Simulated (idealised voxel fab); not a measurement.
The document below concerns the process module designated voxel transistor to metal.
Cross-sectional view cut (width: 225 nm; square cell size: 5 nm).
Cross-section = grid of square cells, listed top down in bands; band = one or more rows.
A band entry consists of two parts. The first gives the height of the band's top and the height of its bottom, in nm. The rest lists the band's materials from left to right, each with its width in nm. A single material labelled with the word "full width" fills the band from edge to edge, and the word "empty" marks empty space.
Zero point of the height axis is 0; under it, received wafer = one material. Lowest band: continues down indefinitely, "0 -> down".
The two numbers in a width such as "30 to 40" mark its ends across the band: the first belongs to the top row of cells, the second to the bottom row, and from each row to the next the width moves by the same amount.
A step reported as "no alterations made" is a step in which no cell of the cross-section changed.
Closed empty spaces (no open way to the top) of 8 cells or more are what "Listed closed voids" lists, each as width x height at distance from the left edge, nm for all three.
Post-settings text on a step line: simulator's own remark regarding the step.
"overlay nm", when on a step's line for a step with a mask, measures how far to the right of its planned place the mask lay; a negative measure means to the left.

### Process steps (planned)
| 1 | RECEIVE with material Si |
| 2 | CONFORMAL_DEP with material SiO2, thk nm 5 |
| 3 | CONFORMAL_DEP with material SiN, thk nm 15 |
| 4 | MASKED_ETCH with tone cover, mask id ACTIVE, width nm 85, pitch nm 110, etch materials SiN, depth nm 15, overlay nm 0 |
| 5 | MASKED_ETCH with tone cover, mask id ACTIVE, width nm 85, pitch nm 110, etch materials SiO2, depth nm 5, overlay nm 0 |
| 6 | MASKED_ETCH with tone cover, mask id ACTIVE, width nm 85, pitch nm 110, etch materials Si, depth nm 30, overlay nm 0 |
| 7 | OXIDIZE with depth nm 5 |
| 8 | FILL_DEP with material SiO2, thk nm 10 |
| 9 | CMP with height nm 20 |
| 10 | SELECTIVE_ETCH with etch materials SiO2, depth nm 10 |
| 11 | STRIP with etch materials SiN |
| 12 | SELECTIVE_ETCH with etch materials SiO2, depth nm 5 |
| 13 | OXIDIZE with depth nm 5 |
| 14 | DIRECTIONAL_DEP with material polySi, thk nm 25 |
| 15 | DIRECTIONAL_DEP with material SiCN, thk nm 15 |
| 16 | DIRECTIONAL_DEP with material aC, thk nm 10 |
| 17 | PATTERN with tone cover, mask id GATE, material resist, width nm 15, pitch nm 110, thk nm 30, overlay nm 0 |
| 18 | DIRECTIONAL_ETCH with etch materials aC, depth nm 10 |
| 19 | STRIP with etch materials resist |
| 20 | DIRECTIONAL_ETCH with etch materials SiCN, depth nm 25 |
| 21 | DIRECTIONAL_ETCH with etch materials polySi, depth nm 35 |
| 22 | STRIP with etch materials aC |
| 23 | CONFORMAL_DEP with material SiN, thk nm 5 |
| 24 | DIRECTIONAL_ETCH with etch materials SiN, depth nm 5 |
| 25 | DIRECTIONAL_ETCH with etch materials SiO2, depth nm 5 |
| 26 | DIRECTIONAL_ETCH with etch materials Si, depth nm 15 |
| 27 | EPI with material pSi, thk nm 15 |
| 28 | FILL_DEP with material SiO2, thk nm 10 |
| 29 | CMP with height nm 40 |
| 30 | DIRECTIONAL_DEP with material SiO2, thk nm 15 |
| 31 | MASKED_ETCH with tone open, mask id CONTACT, width nm 15, etch materials SiO2, depth nm 60, overlay nm 0 |
| 32 | CONFORMAL_DEP with material TiN, thk nm 5 |
| 33 | FILL_DEP with material W, thk nm 5 |
| 34 | CMP with height nm 55 |
| 35 | CONFORMAL_DEP with material SiCN, thk nm 5 |
| 36 | DIRECTIONAL_DEP with material SiO2, thk nm 15 |
| 37 | MASKED_ETCH with tone open, mask id METAL_1, width nm 15, etch materials SiO2, depth nm 15, overlay nm 0 |
| 38 | MASKED_ETCH with tone open, mask id METAL_1, width nm 15, etch materials SiCN, depth nm 5, overlay nm 0 |
| 39 | CONFORMAL_DEP with material TiN, thk nm 5 |
| 40 | FILL_DEP with material Ru, thk nm 10 |
| 41 | CMP with height nm 75 |
| 42 | CONFORMAL_DEP with material SiN, thk nm 5 |

### The cross-section here shows the wafer as received, i.e. in its state after step 1
0 -> down: Si full width
Listed closed voids: none

### Wafer at module end, in section. Began as above, planned as above, run with one mistake
80 -> 75: SiN full width
75 -> 65: 20 SiO2, then 5 TiN, then 10 Ru, then 5 TiN, then 40 SiO2, then 5 TiN, then 10 Ru, then 5 TiN, then 30 SiO2, then 5 TiN, then 10 Ru, then 5 TiN, then 40 SiO2, then 5 TiN, then 10 Ru, then 5 TiN, then 15 SiO2
65 -> 60: 20 SiO2, then 5 TiN, then 5 Ru, then 10 TiN, then 40 SiO2, then 5 TiN, then 5 Ru, then 10 TiN, then 30 SiO2, then 5 TiN, then 5 Ru, then 10 TiN, then 40 SiO2, then 5 TiN, then 5 Ru, then 10 TiN, then 15 SiO2
60 -> 55: 20 SiCN, then 15 TiN, then 45 SiCN, then 15 TiN, then 35 SiCN, then 15 TiN, then 45 SiCN, then 15 TiN, then 20 SiCN
55 -> 40: 20 SiO2, then 5 TiN, then 5 W, then 5 TiN, then 45 SiO2, then 5 TiN, then 5 W, then 5 TiN, then 35 SiO2, then 5 TiN, then 5 W, then 5 TiN, then 45 SiO2, then 5 TiN, then 5 W, then 5 TiN, then 20 SiO2
40 -> 25: 20 SiO2, then 5 TiN, then 5 W, then 5 TiN, then 10 SiO2, then 5 SiN, then 15 SiCN, then 5 SiN, then 10 SiO2, then 5 TiN, then 5 W, then 5 TiN, then 35 SiO2, then 5 TiN, then 5 W, then 5 TiN, then 10 SiO2, then 5 SiN, then 15 SiCN, then 5 SiN, then 10 SiO2, then 5 TiN, then 5 W, then 5 TiN, then 20 SiO2
25 -> 15: 20 SiO2, then 5 TiN, then 5 W, then 5 TiN, then 10 SiO2, then 5 SiN, then 15 polySi, then 5 SiN, then 10 SiO2, then 5 TiN, then 5 W, then 5 TiN, then 35 SiO2, then 5 TiN, then 5 W, then 5 TiN, then 10 SiO2, then 5 SiN, then 15 polySi, then 5 SiN, then 10 SiO2, then 5 TiN, then 5 W, then 5 TiN, then 20 SiO2
15 -> 10: 20 SiO2, then 15 TiN, then 10 SiO2, then 5 SiN, then 15 polySi, then 5 SiN, then 10 SiO2, then 15 TiN, then 35 SiO2, then 15 TiN, then 10 SiO2, then 5 SiN, then 15 polySi, then 5 SiN, then 10 SiO2, then 15 TiN, then 20 SiO2
10 -> 5: 20 SiO2, then 10 TiN, then 15 pSi, then 5 SiN, then 15 polySi, then 5 SiN, then 15 pSi, then 10 TiN, then 35 SiO2, then 10 TiN, then 15 pSi, then 5 SiN, then 15 polySi, then 5 SiN, then 15 pSi, then 10 TiN, then 20 SiO2
5 -> 0: 10 SiO2, then 5 SiN, then 5 SiO2, then 10 TiN, then 15 pSi, then 5 SiN, then 15 polySi, then 5 SiN, then 15 pSi, then 10 TiN, then 5 SiO2, then 5 SiN, then 15 SiO2, then 5 SiN, then 5 SiO2, then 10 TiN, then 15 pSi, then 5 SiN, then 15 polySi, then 5 SiN, then 15 pSi, then 10 TiN, then 5 SiO2, then 5 SiN, then 10 SiO2
0 -> -5: 20 SiO2, then 10 TiN, then 15 pSi, then 25 SiO2, then 15 pSi, then 10 TiN, then 35 SiO2, then 10 TiN, then 15 pSi, then 25 SiO2, then 15 pSi, then 10 TiN, then 20 SiO2
-5 -> -20: 20 SiO2, then 25 pSi, then 25 Si, then 25 pSi, then 35 SiO2, then 25 pSi, then 25 Si, then 25 pSi, then 20 SiO2
-20 -> -35: 20 SiO2, then 75 Si, then 35 SiO2, then 75 Si, then 20 SiO2
-35 -> down: Si full width
Listed closed voids: none
Finding, execution versus plan: rather than as planned, step 37 actually ran as MASKED_ETCH with tone open, mask id METAL_1, width nm 20, etch materials SiO2, depth nm 15, overlay nm 0
